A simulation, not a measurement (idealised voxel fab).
process module | voxel self aligned contacts
cross-section cut | 215 nm wide | cells 5 nm
A cross-section is a grid of square cells, given in bands from the top down. A band is one or more rows of cells.
Each band's line starts with the height of the band's top and of its bottom, in nm. Then come its materials from left to right, each with its width in nm. One material with "throughout" fills the band from edge to edge. "air" is empty space.
Height 0 is the level under which the wafer as received is all one material. The lowest band goes on downwards, as in "0 down".
A width such as "30 to 40" changes by the same amount from each row of cells to the next, from the band's top row to its bottom row.
"no change" after a step means that no cell of the cross-section changed.
closed voids: empty space of 8 cells or more with no open way to the top, each as width x height at its distance from the left edge, in nm
after a step's settings: what the simulator itself notes on the step
overlay nm, on a step with a mask: how far to the right of its planned place the mask lay; to the left if negative
plan
1 op RECEIVE | material Si
2 op OXIDIZE | depth nm 5
3 op DIRECTIONAL_DEP | material polySi | thk nm 20
4 op DIRECTIONAL_DEP | material SiN | thk nm 20
5 op PATTERN | tone cover | mask id GATE | material resist | width nm 25 | pitch nm 60 | thk nm 20 | overlay nm 0
6 op DIRECTIONAL_ETCH | etch materials SiN | depth nm 20
7 op DIRECTIONAL_ETCH | etch materials polySi | depth nm 20
8 op STRIP | etch materials resist
9 op CONFORMAL_DEP | material SiN | thk nm 10
10 op DIRECTIONAL_ETCH | etch materials SiN | depth nm 10
11 op FILL_DEP | material SiO2 | thk nm 15
12 op CMP | height nm 45
13 op DIRECTIONAL_DEP | material aC | thk nm 15
14 op PATTERN | tone open | mask id CONTACT | material resist | width nm 45 | pitch nm 60 | thk nm 35 | overlay nm 0
15 op DIRECTIONAL_ETCH | etch materials aC | depth nm 15
16 op STRIP | etch materials resist
17 op DIRECTIONAL_ETCH | etch materials SiO2 | depth nm 50
18 op STRIP | etch materials aC
19 op CONFORMAL_DEP | material TiN | thk nm 5
20 op FILL_DEP | material W | thk nm 5
21 op CMP | height nm 45
22 op CONFORMAL_DEP | material SiN | thk nm 5
first wafer, as planned
as received, after step 1
  0 down: Si throughout
  closed voids: none
after step 2
  0 to -5: SiO2 throughout
  below -5: unchanged
after step 3
  20 to 0: polySi throughout
  below 0: unchanged
after step 4
  40 to 20: SiN throughout
  below 20: unchanged
after step 5
  60 to 40: air 35 | resist 25 | air 35 | resist 25 | air 35 | resist 25 | air 35
  below 40: unchanged
after step 6
  60 to 40: air 35 | resist 25 | air 35 | resist 25 | air 35 | resist 25 | air 35
  40 to 20: air 35 | SiN 25 | air 35 | SiN 25 | air 35 | SiN 25 | air 35
  below 20: unchanged
after step 7
  60 to 40: air 35 | resist 25 | air 35 | resist 25 | air 35 | resist 25 | air 35
  40 to 20: air 35 | SiN 25 | air 35 | SiN 25 | air 35 | SiN 25 | air 35
  20 to 0: air 35 | polySi 25 | air 35 | polySi 25 | air 35 | polySi 25 | air 35
  below 0: unchanged
after step 8
  40 to 20: air 35 | SiN 25 | air 35 | SiN 25 | air 35 | SiN 25 | air 35
  below 20: unchanged
after step 9
  50 to 20: air 25 | SiN 45 | air 15 | SiN 45 | air 15 | SiN 45 | air 25
  20 to 10: air 25 | SiN 10 | polySi 25 | SiN 10 | air 15 | SiN 10 | polySi 25 | SiN 10 | air 15 | SiN 10 | polySi 25 | SiN 10 | air 25
  10 to 0: SiN 35 | polySi 25 | SiN 35 | polySi 25 | SiN 35 | polySi 25 | SiN 35
  below 0: unchanged
after step 10
  40 to 20: air 25 | SiN 45 | air 15 | SiN 45 | air 15 | SiN 45 | air 25
  20 to 0: air 25 | SiN 10 | polySi 25 | SiN 10 | air 15 | SiN 10 | polySi 25 | SiN 10 | air 15 | SiN 10 | polySi 25 | SiN 10 | air 25
  below 0: unchanged
after step 11
  55 to 40: SiO2 throughout
  40 to 20: SiO2 25 | SiN 45 | SiO2 15 | SiN 45 | SiO2 15 | SiN 45 | SiO2 25
  20 to 0: SiO2 25 | SiN 10 | polySi 25 | SiN 10 | SiO2 15 | SiN 10 | polySi 25 | SiN 10 | SiO2 15 | SiN 10 | polySi 25 | SiN 10 | SiO2 25
  below 0: unchanged
after step 12
  45 to 40: SiO2 throughout
  below 40: unchanged
after step 13
  60 to 45: aC throughout
  below 45: unchanged
after step 14
  95 to 60: resist 55 | air 45 | resist 15 | air 45 | resist 55
  below 60: unchanged
after step 15
  80 to 60: resist 55 | air 45 | resist 15 | air 45 | resist 55
  60 to 45: aC 55 | air 45 | aC 15 | air 45 | aC 55
  below 45: unchanged
after step 16
  60 to 45: aC 55 | air 45 | aC 15 | air 45 | aC 55
  below 45: unchanged
after step 17
  60 to 45: aC 55 | air 45 | aC 15 | air 45 | aC 55
  45 to 40: SiO2 55 | air 45 | SiO2 15 | air 45 | SiO2 55
  40 to 20: SiO2 25 | SiN 45 | air 15 | SiN 45 | air 15 | SiN 45 | SiO2 25
  20 to 0: SiO2 25 | SiN 10 | polySi 25 | SiN 10 | air 15 | SiN 10 | polySi 25 | SiN 10 | air 15 | SiN 10 | polySi 25 | SiN 10 | SiO2 25
  0 to -5: SiO2 70 | air 15 | SiO2 45 | air 15 | SiO2 70
  below -5: unchanged
after step 18
  45 to 40: SiO2 55 | air 45 | SiO2 15 | air 45 | SiO2 55
  below 40: unchanged
after step 19
  50 to 45: TiN 60 | air 35 | TiN 25 | air 35 | TiN 60
  45 to 40: SiO2 55 | TiN 20 | air 5 | TiN 20 | SiO2 15 | TiN 20 | air 5 | TiN 20 | SiO2 55
  40 to 20: SiO2 25 | SiN 45 | TiN 5 | air 5 | TiN 5 | SiN 45 | TiN 5 | air 5 | TiN 5 | SiN 45 | SiO2 25
  20 to 0: SiO2 25 | SiN 10 | polySi 25 | SiN 10 | TiN 5 | air 5 | TiN 5 | SiN 10 | polySi 25 | SiN 10 | TiN 5 | air 5 | TiN 5 | SiN 10 | polySi 25 | SiN 10 | SiO2 25
  0 to -5: SiO2 70 | TiN 15 | SiO2 45 | TiN 15 | SiO2 70
  below -5: unchanged
after step 20
  55 to 50: W throughout
  50 to 45: TiN 60 | W 35 | TiN 25 | W 35 | TiN 60
  45 to 40: SiO2 55 | TiN 20 | W 5 | TiN 20 | SiO2 15 | TiN 20 | W 5 | TiN 20 | SiO2 55
  40 to 20: SiO2 25 | SiN 45 | TiN 5 | W 5 | TiN 5 | SiN 45 | TiN 5 | W 5 | TiN 5 | SiN 45 | SiO2 25
  20 to 0: SiO2 25 | SiN 10 | polySi 25 | SiN 10 | TiN 5 | W 5 | TiN 5 | SiN 10 | polySi 25 | SiN 10 | TiN 5 | W 5 | TiN 5 | SiN 10 | polySi 25 | SiN 10 | SiO2 25
  below 0: unchanged
after step 21
  45 to 40: SiO2 55 | TiN 20 | W 5 | TiN 20 | SiO2 15 | TiN 20 | W 5 | TiN 20 | SiO2 55
  below 40: unchanged
after step 22
  50 to 45: SiN throughout
  below 45: unchanged
second wafer: like start, like plan, one mistake. Through step 1 it matches the first wafer
when step 2 should have ended: no change
when step 3 should have ended
  20 to 0: polySi throughout
  below 0: unchanged
when step 4 should have ended
  40 to 20: SiN throughout
  below 20: unchanged
when step 5 should have ended
  60 to 40: air 35 | resist 25 | air 35 | resist 25 | air 35 | resist 25 | air 35
  below 40: unchanged
when step 6 should have ended
  60 to 40: air 35 | resist 25 | air 35 | resist 25 | air 35 | resist 25 | air 35
  40 to 20: air 35 | SiN 25 | air 35 | SiN 25 | air 35 | SiN 25 | air 35
  below 20: unchanged
when step 7 should have ended
  60 to 40: air 35 | resist 25 | air 35 | resist 25 | air 35 | resist 25 | air 35
  40 to 20: air 35 | SiN 25 | air 35 | SiN 25 | air 35 | SiN 25 | air 35
  20 to 0: air 35 | polySi 25 | air 35 | polySi 25 | air 35 | polySi 25 | air 35
  below 0: unchanged
when step 8 should have ended
  40 to 20: air 35 | SiN 25 | air 35 | SiN 25 | air 35 | SiN 25 | air 35
  below 20: unchanged
when step 9 should have ended
  50 to 20: air 25 | SiN 45 | air 15 | SiN 45 | air 15 | SiN 45 | air 25
  20 to 10: air 25 | SiN 10 | polySi 25 | SiN 10 | air 15 | SiN 10 | polySi 25 | SiN 10 | air 15 | SiN 10 | polySi 25 | SiN 10 | air 25
  10 to 0: SiN 35 | polySi 25 | SiN 35 | polySi 25 | SiN 35 | polySi 25 | SiN 35
  below 0: unchanged
when step 10 should have ended
  40 to 20: air 25 | SiN 45 | air 15 | SiN 45 | air 15 | SiN 45 | air 25
  20 to 0: air 25 | SiN 10 | polySi 25 | SiN 10 | air 15 | SiN 10 | polySi 25 | SiN 10 | air 15 | SiN 10 | polySi 25 | SiN 10 | air 25
  below 0: unchanged
when step 11 should have ended
  55 to 40: SiO2 throughout
  40 to 20: SiO2 25 | SiN 45 | SiO2 15 | SiN 45 | SiO2 15 | SiN 45 | SiO2 25
  20 to 0: SiO2 25 | SiN 10 | polySi 25 | SiN 10 | SiO2 15 | SiN 10 | polySi 25 | SiN 10 | SiO2 15 | SiN 10 | polySi 25 | SiN 10 | SiO2 25
  below 0: unchanged
when step 12 should have ended
  45 to 40: SiO2 throughout
  below 40: unchanged
when step 13 should have ended
  60 to 45: aC throughout
  below 45: unchanged
when step 14 should have ended
  95 to 60: resist 55 | air 45 | resist 15 | air 45 | resist 55
  below 60: unchanged
when step 15 should have ended
  80 to 60: resist 55 | air 45 | resist 15 | air 45 | resist 55
  60 to 45: aC 55 | air 45 | aC 15 | air 45 | aC 55
  below 45: unchanged
when step 16 should have ended
  60 to 45: aC 55 | air 45 | aC 15 | air 45 | aC 55
  below 45: unchanged
when step 17 should have ended
  60 to 45: aC 55 | air 45 | aC 15 | air 45 | aC 55
  45 to 40: SiO2 55 | air 45 | SiO2 15 | air 45 | SiO2 55
  40 to 20: SiO2 25 | SiN 45 | air 15 | SiN 45 | air 15 | SiN 45 | SiO2 25
  20 to 0: SiO2 25 | SiN 10 | polySi 25 | SiN 10 | air 15 | SiN 10 | polySi 25 | SiN 10 | air 15 | SiN 10 | polySi 25 | SiN 10 | SiO2 25
  below 0: unchanged
when step 18 should have ended
  45 to 40: SiO2 55 | air 45 | SiO2 15 | air 45 | SiO2 55
  below 40: unchanged
when step 19 should have ended
  50 to 45: TiN 60 | air 35 | TiN 25 | air 35 | TiN 60
  45 to 40: SiO2 55 | TiN 20 | air 5 | TiN 20 | SiO2 15 | TiN 20 | air 5 | TiN 20 | SiO2 55
  40 to 20: SiO2 25 | SiN 45 | TiN 5 | air 5 | TiN 5 | SiN 45 | TiN 5 | air 5 | TiN 5 | SiN 45 | SiO2 25
  20 to 5: SiO2 25 | SiN 10 | polySi 25 | SiN 10 | TiN 5 | air 5 | TiN 5 | SiN 10 | polySi 25 | SiN 10 | TiN 5 | air 5 | TiN 5 | SiN 10 | polySi 25 | SiN 10 | SiO2 25
  5 to 0: SiO2 25 | SiN 10 | polySi 25 | SiN 10 | TiN 15 | SiN 10 | polySi 25 | SiN 10 | TiN 15 | SiN 10 | polySi 25 | SiN 10 | SiO2 25
  below 0: unchanged
when step 20 should have ended
  55 to 50: W throughout
  50 to 45: TiN 60 | W 35 | TiN 25 | W 35 | TiN 60
  45 to 40: SiO2 55 | TiN 20 | W 5 | TiN 20 | SiO2 15 | TiN 20 | W 5 | TiN 20 | SiO2 55
  40 to 20: SiO2 25 | SiN 45 | TiN 5 | W 5 | TiN 5 | SiN 45 | TiN 5 | W 5 | TiN 5 | SiN 45 | SiO2 25
  20 to 5: SiO2 25 | SiN 10 | polySi 25 | SiN 10 | TiN 5 | W 5 | TiN 5 | SiN 10 | polySi 25 | SiN 10 | TiN 5 | W 5 | TiN 5 | SiN 10 | polySi 25 | SiN 10 | SiO2 25
  below 5: unchanged
when step 21 should have ended
  45 to 40: SiO2 55 | TiN 20 | W 5 | TiN 20 | SiO2 15 | TiN 20 | W 5 | TiN 20 | SiO2 55
  below 40: unchanged
when step 22 should have ended
  50 to 45: SiN throughout
  below 45: unchanged
what went wrong: step 2 was left out
at the end the second wafer has, in cells: 43 more of Si | 37 fewer of SiO2 | 4 fewer of TiN | 2 fewer of W
